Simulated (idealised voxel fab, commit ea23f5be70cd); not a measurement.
Title: Process Module voxel wiring stack
Displayed cross-section: cut, width of 185 nm, square cells sized 5 nm.
For the purposes of this document, a cross-section shall be understood as a grid of square cells, specified as bands listed in top-to-bottom order, each band consisting of one or more rows of cells.
Top height, bottom height, nm. Materials left to right, width each, nm. Single material + "all across" = fills band edge to edge. "blank" = empty.
Heights are measured from 0, the level below which the as-received wafer is all one material; the lowest band has no bottom and continues downward, written as in "from 0 down".
The notation "30->40" denotes a width that varies across the rows of cells in the band, beginning at the first number in the top row, finishing at the second number in the bottom row, and changing by an identical amount from each row to the next.
A step reported as "everything unchanged" is a step in which no cell of the cross-section changed.
"Tabulated closed voids" means: voids of 8 cells or more that are shut off from the top with no open way through. Written width x height at distance, distance from the left edge, in nm.
Text after the settings on a step's line: the simulator's own remark on that step.
What "overlay nm" on a step's line means: if the step has a mask, that mask lay this far to the right of its planned place, or, when the value is negative, to the left.
**Here's what the planned process steps look like**
1) RECEIVE, material Si
2) CONFORMAL_DEP, material SiO2, thk nm 10
3) CONFORMAL_DEP, material SiCN, thk nm 5
4) DIRECTIONAL_DEP, material SiO2, thk nm 20
5) DIRECTIONAL_DEP, material aC, thk nm 15
6) PATTERN, tone open, mask id METAL_1, material resist, width nm 30, pitch nm 50, thk nm 35, overlay nm 0
7) DIRECTIONAL_ETCH, etch materials aC, depth nm 15
8) STRIP, etch materials resist
9) DIRECTIONAL_ETCH, etch materials SiO2, depth nm 20
10) DIRECTIONAL_ETCH, etch materials SiCN, depth nm 5
11) STRIP, etch materials aC
12) CONFORMAL_DEP, material TiN, thk nm 5
13) FILL_DEP, material Ru, thk nm 5
14) CMP, height nm 35
15) CONFORMAL_DEP, material SiCN, thk nm 5
16) DIRECTIONAL_DEP, material lowk, thk nm 35
17) PATTERN, tone open, mask id METAL_2, material resist, width nm 30, pitch nm 50, thk nm 20, overlay nm 0
18) DIRECTIONAL_ETCH, etch materials lowk, depth nm 20
19) STRIP, etch materials resist
20) PATTERN, tone open, mask id METAL_2_HOLES, material resist, width nm 15, pitch nm 50, thk nm 15, overlay nm 0
21) DIRECTIONAL_ETCH, etch materials lowk, depth nm 15
22) DIRECTIONAL_ETCH, etch materials SiCN, depth nm 5
23) STRIP, etch materials resist
24) CONFORMAL_DEP, material TiN, thk nm 5
25) FILL_DEP, material Cu, thk nm 5
26) CMP, height nm 75
27) CONFORMAL_DEP, material SiN, thk nm 5
**The first of a set of two wafers, run to plan**
**As-received wafer cross-section (after step 1)**
- from 0 down | Si all across
- Tabulated closed voids: none
**Cross-section of the wafer after step 2**
- from 10 to 0 | SiO2 all across
- Under the height 0 nothing was changed.
**Cross-section of the wafer after step 3**
- from 15 to 10 | SiCN all across
- Under the height 10 nothing was changed.
**Cross-section of the wafer after step 4**
- from 35 to 15 | SiO2 all across
- Under the height 15 nothing was changed.
**Cross-section of the wafer after step 5**
- from 50 to 35 | aC all across
- Under the height 35 nothing was changed.
**Cross-section of the wafer after step 6**
- from 85 to 50 | resist: 50; blank: 30; resist: 20; blank: 30; resist: 55
- Under the height 50 nothing was changed.
**Cross-section of the wafer after step 7**
- from 70 to 50 | resist: 50; blank: 30; resist: 20; blank: 30; resist: 55
- from 50 to 35 | aC: 50; blank: 30; aC: 20; blank: 30; aC: 55
- Under the height 35 nothing was changed.
**Cross-section of the wafer after step 8**
- from 50 to 35 | aC: 50; blank: 30; aC: 20; blank: 30; aC: 55
- Under the height 35 nothing was changed.
**Cross-section of the wafer after step 9**
- from 50 to 35 | aC: 50; blank: 30; aC: 20; blank: 30; aC: 55
- from 35 to 15 | SiO2: 50; blank: 30; SiO2: 20; blank: 30; SiO2: 55
- Under the height 15 nothing was changed.
**Cross-section of the wafer after step 10**
- from 50 to 35 | aC: 50; blank: 30; aC: 20; blank: 30; aC: 55
- from 35 to 15 | SiO2: 50; blank: 30; SiO2: 20; blank: 30; SiO2: 55
- from 15 to 10 | SiCN: 50; blank: 30; SiCN: 20; blank: 30; SiCN: 55
- Under the height 10 nothing was changed.
**Cross-section of the wafer after step 11**
- from 35 to 15 | SiO2: 50; blank: 30; SiO2: 20; blank: 30; SiO2: 55
- Under the height 15 nothing was changed.
**Cross-section of the wafer after step 12**
- from 40 to 35 | TiN: 55; blank: 20; TiN: 30; blank: 20; TiN: 60
- from 35 to 15 | SiO2: 50; TiN: 5; blank: 20; TiN: 5; SiO2: 20; TiN: 5; blank: 20; TiN: 5; SiO2: 55
- from 15 to 10 | SiCN: 50; TiN: 30; SiCN: 20; TiN: 30; SiCN: 55
- Under the height 10 nothing was changed.
**Cross-section of the wafer after step 13**
- from 45 to 40 | Ru all across
- from 40 to 35 | TiN: 55; Ru: 20; TiN: 30; Ru: 20; TiN: 60
- from 35 to 15 | SiO2: 50; TiN: 5; Ru: 20; TiN: 5; SiO2: 20; TiN: 5; Ru: 20; TiN: 5; SiO2: 55
- Under the height 15 nothing was changed.
**Cross-section of the wafer after step 14**
- from 35 to 15 | SiO2: 50; TiN: 5; Ru: 20; TiN: 5; SiO2: 20; TiN: 5; Ru: 20; TiN: 5; SiO2: 55
- Under the height 15 nothing was changed.
**Cross-section of the wafer after step 15**
- from 40 to 35 | SiCN all across
- Under the height 35 nothing was changed.
**Cross-section of the wafer after step 16**
- from 75 to 40 | lowk all across
- Under the height 40 nothing was changed.
**Cross-section of the wafer after step 17**
- from 95 to 75 | resist: 50; blank: 30; resist: 20; blank: 30; resist: 55
- Under the height 75 nothing was changed.
**Cross-section of the wafer after step 18**
- from 95 to 75 | resist: 50; blank: 30; resist: 20; blank: 30; resist: 55
- from 75 to 55 | lowk: 50; blank: 30; lowk: 20; blank: 30; lowk: 55
- Under the height 55 nothing was changed.
**Cross-section of the wafer after step 19**
- from 75 to 55 | lowk: 50; blank: 30; lowk: 20; blank: 30; lowk: 55
- Under the height 55 nothing was changed.
**Cross-section of the wafer after step 20**
- from 90 to 75 | resist: 50; blank: 15; resist: 35; blank: 15; resist: 70
- from 75 to 55 | lowk: 50; blank: 15; resist: 15; lowk: 20; blank: 15; resist: 15; lowk: 55
- Under the height 55 nothing was changed.
**Cross-section of the wafer after step 21**
- from 90 to 75 | resist: 50; blank: 15; resist: 35; blank: 15; resist: 70
- from 75 to 55 | lowk: 50; blank: 15; resist: 15; lowk: 20; blank: 15; resist: 15; lowk: 55
- from 55 to 40 | lowk: 50; blank: 15; lowk: 35; blank: 15; lowk: 70
- Under the height 40 nothing was changed.
**Cross-section of the wafer after step 22**
- from 90 to 75 | resist: 50; blank: 15; resist: 35; blank: 15; resist: 70
- from 75 to 55 | lowk: 50; blank: 15; resist: 15; lowk: 20; blank: 15; resist: 15; lowk: 55
- from 55 to 40 | lowk: 50; blank: 15; lowk: 35; blank: 15; lowk: 70
- from 40 to 35 | SiCN: 50; blank: 15; SiCN: 35; blank: 15; SiCN: 70
- Under the height 35 nothing was changed.
**Cross-section of the wafer after step 23**
- from 75 to 55 | lowk: 50; blank: 30; lowk: 20; blank: 30; lowk: 55
- Under the height 55 nothing was changed.
**Cross-section of the wafer after step 24**
- from 80 to 75 | TiN: 55; blank: 20; TiN: 30; blank: 20; TiN: 60
- from 75 to 60 | lowk: 50; TiN: 5; blank: 20; TiN: 5; lowk: 20; TiN: 5; blank: 20; TiN: 5; lowk: 55
- from 60 to 55 | lowk: 50; TiN: 5; blank: 5; TiN: 20; lowk: 20; TiN: 5; blank: 5; TiN: 20; lowk: 55
- from 55 to 40 | lowk: 50; TiN: 5; blank: 5; TiN: 5; lowk: 35; TiN: 5; blank: 5; TiN: 5; lowk: 70
- from 40 to 35 | SiCN: 50; TiN: 15; SiCN: 35; TiN: 15; SiCN: 70
- Under the height 35 nothing was changed.
**Cross-section of the wafer after step 25**
- from 85 to 80 | Cu all across
- from 80 to 75 | TiN: 55; Cu: 20; TiN: 30; Cu: 20; TiN: 60
- from 75 to 60 | lowk: 50; TiN: 5; Cu: 20; TiN: 5; lowk: 20; TiN: 5; Cu: 20; TiN: 5; lowk: 55
- from 60 to 55 | lowk: 50; TiN: 5; Cu: 5; TiN: 20; lowk: 20; TiN: 5; Cu: 5; TiN: 20; lowk: 55
- from 55 to 40 | lowk: 50; TiN: 5; Cu: 5; TiN: 5; lowk: 35; TiN: 5; Cu: 5; TiN: 5; lowk: 70
- Under the height 40 nothing was changed.
**Cross-section of the wafer after step 26**
- from 75 to 60 | lowk: 50; TiN: 5; Cu: 20; TiN: 5; lowk: 20; TiN: 5; Cu: 20; TiN: 5; lowk: 55
- Under the height 60 nothing was changed.
**Cross-section of the wafer after step 27**
- from 80 to 75 | SiN all across
- Under the height 75 nothing was changed.
**For the second wafer, take the first wafer's start and plan, then add one mistake made in running it; everything through step 5, that step included, is shared with the first**
**Here is the second wafer in cross-section at the point where step 6 of the plan should have been done**
- from 85 to 50 | resist: 60; blank: 30; resist: 20; blank: 30; resist: 45
- Under the height 50 nothing was changed.
**Here is the second wafer in cross-section at the point where step 7 of the plan should have been done**
- from 70 to 50 | resist: 60; blank: 30; resist: 20; blank: 30; resist: 45
- from 50 to 35 | aC: 60; blank: 30; aC: 20; blank: 30; aC: 45
- Under the height 35 nothing was changed.
**Here is the second wafer in cross-section at the point where step 8 of the plan should have been done**
- from 50 to 35 | aC: 60; blank: 30; aC: 20; blank: 30; aC: 45
- Under the height 35 nothing was changed.
**Here is the second wafer in cross-section at the point where step 9 of the plan should have been done**
- from 50 to 35 | aC: 60; blank: 30; aC: 20; blank: 30; aC: 45
- from 35 to 15 | SiO2: 60; blank: 30; SiO2: 20; blank: 30; SiO2: 45
- Under the height 15 nothing was changed.
**Here is the second wafer in cross-section at the point where step 10 of the plan should have been done**
- from 50 to 35 | aC: 60; blank: 30; aC: 20; blank: 30; aC: 45
- from 35 to 15 | SiO2: 60; blank: 30; SiO2: 20; blank: 30; SiO2: 45
- from 15 to 10 | SiCN: 60; blank: 30; SiCN: 20; blank: 30; SiCN: 45
- Under the height 10 nothing was changed.
**Here is the second wafer in cross-section at the point where step 11 of the plan should have been done**
- from 35 to 15 | SiO2: 60; blank: 30; SiO2: 20; blank: 30; SiO2: 45
- Under the height 15 nothing was changed.
**Here is the second wafer in cross-section at the point where step 12 of the plan should have been done**
- from 40 to 35 | TiN: 65; blank: 20; TiN: 30; blank: 20; TiN: 50
- from 35 to 15 | SiO2: 60; TiN: 5; blank: 20; TiN: 5; SiO2: 20; TiN: 5; blank: 20; TiN: 5; SiO2: 45
- from 15 to 10 | SiCN: 60; TiN: 30; SiCN: 20; TiN: 30; SiCN: 45
- Under the height 10 nothing was changed.
**Here is the second wafer in cross-section at the point where step 13 of the plan should have been done**
- from 45 to 40 | Ru all across
- from 40 to 35 | TiN: 65; Ru: 20; TiN: 30; Ru: 20; TiN: 50
- from 35 to 15 | SiO2: 60; TiN: 5; Ru: 20; TiN: 5; SiO2: 20; TiN: 5; Ru: 20; TiN: 5; SiO2: 45
- Under the height 15 nothing was changed.
**Here is the second wafer in cross-section at the point where step 14 of the plan should have been done**
- from 35 to 15 | SiO2: 60; TiN: 5; Ru: 20; TiN: 5; SiO2: 20; TiN: 5; Ru: 20; TiN: 5; SiO2: 45
- Under the height 15 nothing was changed.
**Here is the second wafer in cross-section at the point where step 15 of the plan should have been done**
- from 40 to 35 | SiCN all across
- Under the height 35 nothing was changed.
**Here is the second wafer in cross-section at the point where step 16 of the plan should have been done**
- from 75 to 40 | lowk all across
- Under the height 40 nothing was changed.
**Here is the second wafer in cross-section at the point where step 17 of the plan should have been done**
- from 95 to 75 | resist: 50; blank: 30; resist: 20; blank: 30; resist: 55
- Under the height 75 nothing was changed.
**Here is the second wafer in cross-section at the point where step 18 of the plan should have been done**
- from 95 to 75 | resist: 50; blank: 30; resist: 20; blank: 30; resist: 55
- from 75 to 55 | lowk: 50; blank: 30; lowk: 20; blank: 30; lowk: 55
- Under the height 55 nothing was changed.
**Here is the second wafer in cross-section at the point where step 19 of the plan should have been done**
- from 75 to 55 | lowk: 50; blank: 30; lowk: 20; blank: 30; lowk: 55
- Under the height 55 nothing was changed.
**Here is the second wafer in cross-section at the point where step 20 of the plan should have been done**
- from 90 to 75 | resist: 50; blank: 15; resist: 35; blank: 15; resist: 70
- from 75 to 55 | lowk: 50; blank: 15; resist: 15; lowk: 20; blank: 15; resist: 15; lowk: 55
- Under the height 55 nothing was changed.
**Here is the second wafer in cross-section at the point where step 21 of the plan should have been done**
- from 90 to 75 | resist: 50; blank: 15; resist: 35; blank: 15; resist: 70
- from 75 to 55 | lowk: 50; blank: 15; resist: 15; lowk: 20; blank: 15; resist: 15; lowk: 55
- from 55 to 40 | lowk: 50; blank: 15; lowk: 35; blank: 15; lowk: 70
- Under the height 40 nothing was changed.
**Here is the second wafer in cross-section at the point where step 22 of the plan should have been done**
- from 90 to 75 | resist: 50; blank: 15; resist: 35; blank: 15; resist: 70
- from 75 to 55 | lowk: 50; blank: 15; resist: 15; lowk: 20; blank: 15; resist: 15; lowk: 55
- from 55 to 40 | lowk: 50; blank: 15; lowk: 35; blank: 15; lowk: 70
- from 40 to 35 | SiCN: 50; blank: 15; SiCN: 35; blank: 15; SiCN: 70
- Under the height 35 nothing was changed.
**Here is the second wafer in cross-section at the point where step 23 of the plan should have been done**
- from 75 to 55 | lowk: 50; blank: 30; lowk: 20; blank: 30; lowk: 55
- Under the height 55 nothing was changed.
**Here is the second wafer in cross-section at the point where step 24 of the plan should have been done**
- from 80 to 75 | TiN: 55; blank: 20; TiN: 30; blank: 20; TiN: 60
- from 75 to 60 | lowk: 50; TiN: 5; blank: 20; TiN: 5; lowk: 20; TiN: 5; blank: 20; TiN: 5; lowk: 55
- from 60 to 55 | lowk: 50; TiN: 5; blank: 5; TiN: 20; lowk: 20; TiN: 5; blank: 5; TiN: 20; lowk: 55
- from 55 to 40 | lowk: 50; TiN: 5; blank: 5; TiN: 5; lowk: 35; TiN: 5; blank: 5; TiN: 5; lowk: 70
- from 40 to 35 | SiCN: 50; TiN: 15; SiCN: 35; TiN: 15; SiCN: 70
- Under the height 35 nothing was changed.
**Here is the second wafer in cross-section at the point where step 25 of the plan should have been done**
- from 85 to 80 | Cu all across
- from 80 to 75 | TiN: 55; Cu: 20; TiN: 30; Cu: 20; TiN: 60
- from 75 to 60 | lowk: 50; TiN: 5; Cu: 20; TiN: 5; lowk: 20; TiN: 5; Cu: 20; TiN: 5; lowk: 55
- from 60 to 55 | lowk: 50; TiN: 5; Cu: 5; TiN: 20; lowk: 20; TiN: 5; Cu: 5; TiN: 20; lowk: 55
- from 55 to 40 | lowk: 50; TiN: 5; Cu: 5; TiN: 5; lowk: 35; TiN: 5; Cu: 5; TiN: 5; lowk: 70
- Under the height 40 nothing was changed.
**Here is the second wafer in cross-section at the point where step 26 of the plan should have been done**
- from 75 to 60 | lowk: 50; TiN: 5; Cu: 20; TiN: 5; lowk: 20; TiN: 5; Cu: 20; TiN: 5; lowk: 55
- Under the height 60 nothing was changed.
**Here is the second wafer in cross-section at the point where step 27 of the plan should have been done**
- from 80 to 75 | SiN all across
- Under the height 75 nothing was changed.
Misprocessing identified: off-plan run, step 6, actual operation and settings PATTERN, tone open, mask id METAL_1, material resist, width nm 30, pitch nm 50, thk nm 35, overlay nm 10
The two final wafers agree on how many cells each material fills and disagree on which cells those are.
